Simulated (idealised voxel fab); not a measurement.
Process module, titled voxel air gaps
Displayed cross-section: cut, width of 280 nm, square cells sized 5 nm.
Notation: cross-section as square-cell grid; stated in bands, top first, going down; one or more cell rows per band.
Band: top and bottom heights (nm) first, top before bottom; then materials from left to right, widths in nm. "full width" marks a sole material filling the band edge to edge. "blank" denotes empty space.
Measure heights from 0. That's the level where, below it, the as-received wafer is all one material. The lowest band is bottomless and extends downward; write it as in "from 0 down".
A two-number width, for instance "30..40", indicates that the width is equal to the first number in the top row of the band and to the second number in the bottom row, and that it changes by a constant amount per row of cells.
When a step is marked "no alteration", none of the cells in the cross-section changed during that step.
Listed in "Fully sealed cavities": every empty space of 8 or more cells without an open way to the top. Form: width x height at distance, the distance being from the left edge, all in nm.
Formally, on a step line, whatever follows the settings is a remark that the simulator itself makes on the step.
The optional step-line setting "overlay nm" applies to steps with a mask and quantifies how far to the right of its planned location the mask lay, a negative value indicating leftward placement.
**The process steps that were planned are listed below**
1,op RECEIVE | material Si
2,op CONFORMAL_DEP | material SiO2 | thk nm 10
3,op CONFORMAL_DEP | material SiCN | thk nm 5
4,op DIRECTIONAL_DEP | material lowk | thk nm 30
5,op PATTERN | tone open | mask id LINES | material resist | width nm 20 | pitch nm 45 | thk nm 15 | overlay nm 0
6,op DIRECTIONAL_ETCH | etch materials lowk | depth nm 30
7,op STRIP | etch materials resist
8,op CONFORMAL_DEP | material TiN | thk nm 5
9,op FILL_DEP | material Cu | thk nm 5
10,op CMP | height nm 45
11,op EPI | material Ru | thk nm 10
12,op SELECTIVE_ETCH | etch materials lowk | depth nm 40
13,op CONFORMAL_DEP | material SiCN | thk nm 5
**The first wafer of two, processed as planned**
**Wafer as received: cross-section following step 1**
  from 0 down: Si full width
  Fully sealed cavities: none
**Wafer after step 2 (cross-section)**
  from 10 to 0: SiO2 full width
  Below 0, no change.
**Wafer after step 3 (cross-section)**
  from 15 to 10: SiCN full width
  Below 10, no change.
**Wafer after step 4 (cross-section)**
  from 45 to 15: lowk full width
  Below 15, no change.
**Wafer after step 5 (cross-section)**
  from 60 to 45: resist 60 | blank 20 | resist 25 | blank 20 | resist 25 | blank 20 | resist 25 | blank 20 | resist 65
  Below 45, no change.
**Wafer after step 6 (cross-section)**
  from 60 to 45: resist 60 | blank 20 | resist 25 | blank 20 | resist 25 | blank 20 | resist 25 | blank 20 | resist 65
  from 45 to 15: lowk 60 | blank 20 | lowk 25 | blank 20 | lowk 25 | blank 20 | lowk 25 | blank 20 | lowk 65
  Below 15, no change.
**Wafer after step 7 (cross-section)**
  from 45 to 15: lowk 60 | blank 20 | lowk 25 | blank 20 | lowk 25 | blank 20 | lowk 25 | blank 20 | lowk 65
  Below 15, no change.
**Wafer after step 8 (cross-section)**
  from 50 to 45: TiN 65 | blank 10 | TiN 35 | blank 10 | TiN 35 | blank 10 | TiN 35 | blank 10 | TiN 70
  from 45 to 20: lowk 60 | TiN 5 | blank 10 | TiN 5 | lowk 25 | TiN 5 | blank 10 | TiN 5 | lowk 25 | TiN 5 | blank 10 | TiN 5 | lowk 25 | TiN 5 | blank 10 | TiN 5 | lowk 65
  from 20 to 15: lowk 60 | TiN 20 | lowk 25 | TiN 20 | lowk 25 | TiN 20 | lowk 25 | TiN 20 | lowk 65
  Below 15, no change.
**Wafer after step 9 (cross-section)**
  from 55 to 50: Cu full width
  from 50 to 45: TiN 65 | Cu 10 | TiN 35 | Cu 10 | TiN 35 | Cu 10 | TiN 35 | Cu 10 | TiN 70
  from 45 to 20: lowk 60 | TiN 5 | Cu 10 | TiN 5 | lowk 25 | TiN 5 | Cu 10 | TiN 5 | lowk 25 | TiN 5 | Cu 10 | TiN 5 | lowk 25 | TiN 5 | Cu 10 | TiN 5 | lowk 65
  Below 20, no change.
**Wafer after step 10 (cross-section)**
  from 45 to 20: lowk 60 | TiN 5 | Cu 10 | TiN 5 | lowk 25 | TiN 5 | Cu 10 | TiN 5 | lowk 25 | TiN 5 | Cu 10 | TiN 5 | lowk 25 | TiN 5 | Cu 10 | TiN 5 | lowk 65
  Below 20, no change.
**Wafer after step 11 (cross-section)**
  from 55 to 45: blank 50 | Ru 40 | blank 5 | Ru 40 | blank 5 | Ru 40 | blank 5 | Ru 40 | blank 55
  Below 45, no change.
**Wafer after step 12 (cross-section)**
  from 55 to 45: blank 50 | Ru 40 | blank 5 | Ru 40 | blank 5 | Ru 40 | blank 5 | Ru 40 | blank 55
  from 45 to 20: blank 60 | TiN 5 | Cu 10 | TiN 5 | blank 25 | TiN 5 | Cu 10 | TiN 5 | blank 25 | TiN 5 | Cu 10 | TiN 5 | blank 25 | TiN 5 | Cu 10 | TiN 5 | blank 65
  from 20 to 15: blank 60 | TiN 20 | blank 25 | TiN 20 | blank 25 | TiN 20 | blank 25 | TiN 20 | blank 65
  Below 15, no change.
**Wafer after step 13 (cross-section)**
  from 60 to 55: blank 45 | SiCN 185 | blank 50
  from 55 to 45: blank 45 | SiCN 5 | Ru 40 | SiCN 5 | Ru 40 | SiCN 5 | Ru 40 | SiCN 5 | Ru 40 | SiCN 5 | blank 50
  from 45 to 40: blank 45 | SiCN 15 | TiN 5 | Cu 10 | TiN 5 | SiCN 25 | TiN 5 | Cu 10 | TiN 5 | SiCN 25 | TiN 5 | Cu 10 | TiN 5 | SiCN 25 | TiN 5 | Cu 10 | TiN 5 | SiCN 15 | blank 50
  from 40 to 20: blank 55 | SiCN 5 | TiN 5 | Cu 10 | TiN 5 | SiCN 5 | blank 15 | SiCN 5 | TiN 5 | Cu 10 | TiN 5 | SiCN 5 | blank 15 | SiCN 5 | TiN 5 | Cu 10 | TiN 5 | SiCN 5 | blank 15 | SiCN 5 | TiN 5 | Cu 10 | TiN 5 | SiCN 5 | blank 60
  from 20 to 15: SiCN 60 | TiN 20 | SiCN 25 | TiN 20 | SiCN 25 | TiN 20 | SiCN 25 | TiN 20 | SiCN 65
  Below 15, no change.
  Fully sealed cavities: 15 x 20 at 85; 15 x 20 at 130; 15 x 20 at 175
**Second wafer, same starting conditions and recipe as the first, one mistake in executing it, nothing differs from the first up to and including step 4**
**Second wafer at the planned finish of step 5, seen in cross-section**
  from 60 to 45: resist 70 | blank 20 | resist 25 | blank 20 | resist 25 | blank 20 | resist 25 | blank 20 | resist 55
  Below 45, no change.
**Second wafer at the planned finish of step 6, seen in cross-section**
  from 60 to 45: resist 70 | blank 20 | resist 25 | blank 20 | resist 25 | blank 20 | resist 25 | blank 20 | resist 55
  from 45 to 15: lowk 70 | blank 20 | lowk 25 | blank 20 | lowk 25 | blank 20 | lowk 25 | blank 20 | lowk 55
  Below 15, no change.
**Second wafer at the planned finish of step 7, seen in cross-section**
  from 45 to 15: lowk 70 | blank 20 | lowk 25 | blank 20 | lowk 25 | blank 20 | lowk 25 | blank 20 | lowk 55
  Below 15, no change.
**Second wafer at the planned finish of step 8, seen in cross-section**
  from 50 to 45: TiN 75 | blank 10 | TiN 35 | blank 10 | TiN 35 | blank 10 | TiN 35 | blank 10 | TiN 60
  from 45 to 20: lowk 70 | TiN 5 | blank 10 | TiN 5 | lowk 25 | TiN 5 | blank 10 | TiN 5 | lowk 25 | TiN 5 | blank 10 | TiN 5 | lowk 25 | TiN 5 | blank 10 | TiN 5 | lowk 55
  from 20 to 15: lowk 70 | TiN 20 | lowk 25 | TiN 20 | lowk 25 | TiN 20 | lowk 25 | TiN 20 | lowk 55
  Below 15, no change.
**Second wafer at the planned finish of step 9, seen in cross-section**
  from 55 to 50: Cu full width
  from 50 to 45: TiN 75 | Cu 10 | TiN 35 | Cu 10 | TiN 35 | Cu 10 | TiN 35 | Cu 10 | TiN 60
  from 45 to 20: lowk 70 | TiN 5 | Cu 10 | TiN 5 | lowk 25 | TiN 5 | Cu 10 | TiN 5 | lowk 25 | TiN 5 | Cu 10 | TiN 5 | lowk 25 | TiN 5 | Cu 10 | TiN 5 | lowk 55
  Below 20, no change.
**Second wafer at the planned finish of step 10, seen in cross-section**
  from 45 to 20: lowk 70 | TiN 5 | Cu 10 | TiN 5 | lowk 25 | TiN 5 | Cu 10 | TiN 5 | lowk 25 | TiN 5 | Cu 10 | TiN 5 | lowk 25 | TiN 5 | Cu 10 | TiN 5 | lowk 55
  Below 20, no change.
**Second wafer at the planned finish of step 11, seen in cross-section**
  from 55 to 45: blank 60 | Ru 40 | blank 5 | Ru 40 | blank 5 | Ru 40 | blank 5 | Ru 40 | blank 45
  Below 45, no change.
**Second wafer at the planned finish of step 12, seen in cross-section**
  from 55 to 45: blank 60 | Ru 40 | blank 5 | Ru 40 | blank 5 | Ru 40 | blank 5 | Ru 40 | blank 45
  from 45 to 20: blank 70 | TiN 5 | Cu 10 | TiN 5 | blank 25 | TiN 5 | Cu 10 | TiN 5 | blank 25 | TiN 5 | Cu 10 | TiN 5 | blank 25 | TiN 5 | Cu 10 | TiN 5 | blank 55
  from 20 to 15: blank 70 | TiN 20 | blank 25 | TiN 20 | blank 25 | TiN 20 | blank 25 | TiN 20 | blank 55
  Below 15, no change.
**Second wafer at the planned finish of step 13, seen in cross-section**
  from 60 to 55: blank 55 | SiCN 185 | blank 40
  from 55 to 45: blank 55 | SiCN 5 | Ru 40 | SiCN 5 | Ru 40 | SiCN 5 | Ru 40 | SiCN 5 | Ru 40 | SiCN 5 | blank 40
  from 45 to 40: blank 55 | SiCN 15 | TiN 5 | Cu 10 | TiN 5 | SiCN 25 | TiN 5 | Cu 10 | TiN 5 | SiCN 25 | TiN 5 | Cu 10 | TiN 5 | SiCN 25 | TiN 5 | Cu 10 | TiN 5 | SiCN 15 | blank 40
  from 40 to 20: blank 65 | SiCN 5 | TiN 5 | Cu 10 | TiN 5 | SiCN 5 | blank 15 | SiCN 5 | TiN 5 | Cu 10 | TiN 5 | SiCN 5 | blank 15 | SiCN 5 | TiN 5 | Cu 10 | TiN 5 | SiCN 5 | blank 15 | SiCN 5 | TiN 5 | Cu 10 | TiN 5 | SiCN 5 | blank 50
  from 20 to 15: SiCN 70 | TiN 20 | SiCN 25 | TiN 20 | SiCN 25 | TiN 20 | SiCN 25 | TiN 20 | SiCN 55
  Below 15, no change.
  Fully sealed cavities: 15 x 20 at 95; 15 x 20 at 140; 15 x 20 at 185
Deviation from plan: step 5, actual vs plan mismatch, actual run op PATTERN | tone open | mask id LINES | material resist | width nm 20 | pitch nm 45 | thk nm 15 | overlay nm 10
When the process is done, the second wafer contains the same cell count of every material as the first wafer, but distributed over other locations.
